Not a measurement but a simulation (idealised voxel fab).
Herein follows the process module entitled voxel wiring stack.
The cross-section on display is named cut; it measures 240 nm wide, and its cells are 5 nm squares.
Think of the cross-section as a grid of square cells. We describe it in bands, top to bottom, and each band covers one or more rows of those cells.
Band: top and bottom heights (nm) first, top before bottom; then materials from left to right, widths in nm. "edge to edge" marks a sole material filling the band edge to edge. "empty" denotes empty space.
Heights are measured from 0, the level below which the as-received wafer is all one material; the lowest band has no bottom and continues downward, written as in "from 0 down".
Width: "30 to 40" (first number = top row, second number = bottom row, same change from row to row of cells).
"no change occurred", as given for a step, is the statement that not any cell of the cross-section underwent a change during that step.
Enclosed voids (no open way to top), threshold 8 cells or more, entry "Non-vented voids", notation width x height at distance, distance from left edge, nm.
What comes after the settings on a step's line is commentary from the simulator itself on that step.
The line of a step may include "overlay nm". On a step with a mask, this value is how far to the right of its planned place the mask lay. A negative value means the mask lay to the left.

[Intended process steps]
| 1 | RECEIVE (material Si) |
| 2 | CONFORMAL_DEP (material SiO2; thk nm 10) |
| 3 | CONFORMAL_DEP (material SiN; thk nm 5) |
| 4 | DIRECTIONAL_DEP (material lowk; thk nm 15) |
| 5 | DIRECTIONAL_DEP (material aC; thk nm 15) |
| 6 | PATTERN (tone open; mask id METAL_1; material resist; width nm 30; pitch nm 45; thk nm 35; overlay nm 0) |
| 7 | DIRECTIONAL_ETCH (etch materials aC; depth nm 15) |
| 8 | STRIP (etch materials resist) |
| 9 | DIRECTIONAL_ETCH (etch materials lowk; depth nm 15) |
| 10 | DIRECTIONAL_ETCH (etch materials SiN; depth nm 5) |
| 11 | STRIP (etch materials aC) |
| 12 | CONFORMAL_DEP (material TiN; thk nm 5) |
| 13 | FILL_DEP (material W; thk nm 10) |
| 14 | CMP (height nm 30) |
| 15 | EPI (material Ru; thk nm 5) |
| 16 | FILL_DEP (material SiCN; thk nm 5) |
| 17 | DIRECTIONAL_DEP (material SiO2; thk nm 10) |
| 18 | DIRECTIONAL_DEP (material aC; thk nm 15) |
| 19 | PATTERN (tone open; mask id PLUG_1; material resist; width nm 15; pitch nm 45; thk nm 30; overlay nm 0) |
| 20 | DIRECTIONAL_ETCH (etch materials aC; depth nm 15) |
| 21 | STRIP (etch materials resist) |
| 22 | DIRECTIONAL_ETCH (etch materials SiO2; depth nm 10) |
| 23 | DIRECTIONAL_ETCH (etch materials SiCN; depth nm 5) |
| 24 | STRIP (etch materials aC) |
| 25 | EPI (material Ru; thk nm 10) |
| 26 | EPI (material Ru; thk nm 5) |
| 27 | CONFORMAL_DEP (material SiN; thk nm 5) |
| 28 | DIRECTIONAL_DEP (material lowk; thk nm 25) |
| 29 | DIRECTIONAL_DEP (material aC; thk nm 10) |
| 30 | PATTERN (tone open; mask id METAL_2; material resist; width nm 30; pitch nm 45; thk nm 25; overlay nm 0) |
| 31 | DIRECTIONAL_ETCH (etch materials aC; depth nm 10) |
| 32 | STRIP (etch materials resist) |
| 33 | DIRECTIONAL_ETCH (etch materials lowk; depth nm 25) |
| 34 | DIRECTIONAL_ETCH (etch materials SiN; depth nm 5) |
| 35 | STRIP (etch materials aC) |
| 36 | CONFORMAL_DEP (material TiN; thk nm 5) |
| 37 | FILL_DEP (material W; thk nm 10) |
| 38 | CMP (height nm 80) |
| 39 | CONFORMAL_DEP (material SiCN; thk nm 5) |

[Here's what the wafer looked like in cross-section when it arrived - that's after step 1]
* from 0 down: Si edge to edge
* Non-vented voids: none

[First wafer of two, sectioned at end of module; run went per plan]
* from 85 to 80: SiCN edge to edge
* from 80 to 55: lowk: 80 | TiN: 5 | W: 20 | TiN: 5 | lowk: 15 | TiN: 5 | W: 20 | TiN: 5 | lowk: 85
* from 55 to 50: SiN: 80 | TiN: 30 | SiN: 15 | TiN: 30 | SiN: 85
* from 50 to 40: SiO2: 80 | Ru: 15 | SiO2: 30 | Ru: 15 | SiO2: 100
* from 40 to 30: SiCN: 80 to 75 | Ru: 15 to 40 | SiCN: 30 to 5 | Ru: 15 to 40 | SiCN: 100 to 80
* from 30 to 15: lowk: 80 | TiN: 5 | W: 20 | TiN: 5 | lowk: 15 | TiN: 5 | W: 20 | TiN: 5 | lowk: 85
* from 15 to 10: SiN: 80 | TiN: 30 | SiN: 15 | TiN: 30 | SiN: 85
* from 10 to 0: SiO2 edge to edge
* from 0 down: Si edge to edge
* Non-vented voids: none

[Wafer two cross-section, module end. Start and plan unchanged from wafer one; one mistake made during the run]
* from 85 to 80: SiCN edge to edge
* from 80 to 75: W: 65 | TiN: 5 | lowk: 10 | TiN: 5 | W: 20 | TiN: 10 | lowk: 10 | TiN: 5 | W: 20 | TiN: 20 | W: 70
* from 75 to 70: TiN: 70 | lowk: 10 | TiN: 5 | W: 20 | TiN: 5 | lowk: 15 | TiN: 5 | W: 20 | TiN: 5 | lowk: 10 | TiN: 75
* from 70 to 55: lowk: 80 | TiN: 5 | W: 20 | TiN: 5 | lowk: 15 | TiN: 5 | W: 20 | TiN: 5 | lowk: 85
* from 55 to 50: lowk: 70 | SiN: 10 | TiN: 30 | lowk: 5 | SiN: 10 | TiN: 30 | lowk: 85
* from 50 to 45: lowk: 70 | SiN: 5 | Ru: 25 | SiN: 5 | TiN: 5 | SiN: 10 | Ru: 25 | SiN: 5 | TiN: 5 | SiN: 10 | lowk: 75
* from 45 to 40: SiN: 75 | SiO2: 5 | Ru: 15 | SiO2: 20 | SiN: 5 | SiO2: 5 | Ru: 15 | SiO2: 20 | SiN: 80
* from 40 to 30: SiO2: 80 to 75 | Ru: 15 to 40 | SiO2: 30 to 5 | Ru: 15 to 40 | SiO2: 100 to 80
* from 30 to 15: lowk: 80 | TiN: 5 | W: 20 | TiN: 5 | lowk: 15 | TiN: 5 | W: 20 | TiN: 5 | lowk: 85
* from 15 to 10: SiN: 80 | TiN: 30 | SiN: 15 | TiN: 30 | SiN: 85
* from 10 to 0: SiO2 edge to edge
* from 0 down: Si edge to edge
* Non-vented voids: none
Finding, execution versus plan: it should be noted that step 16 of the plan was omitted and was not performed
FYI, end of process, the second wafer has more or fewer cells of some materials than the first: 4 more of Ru; 74 fewer of SiCN; 7 more of SiN; 36 more of TiN; 27 more of W
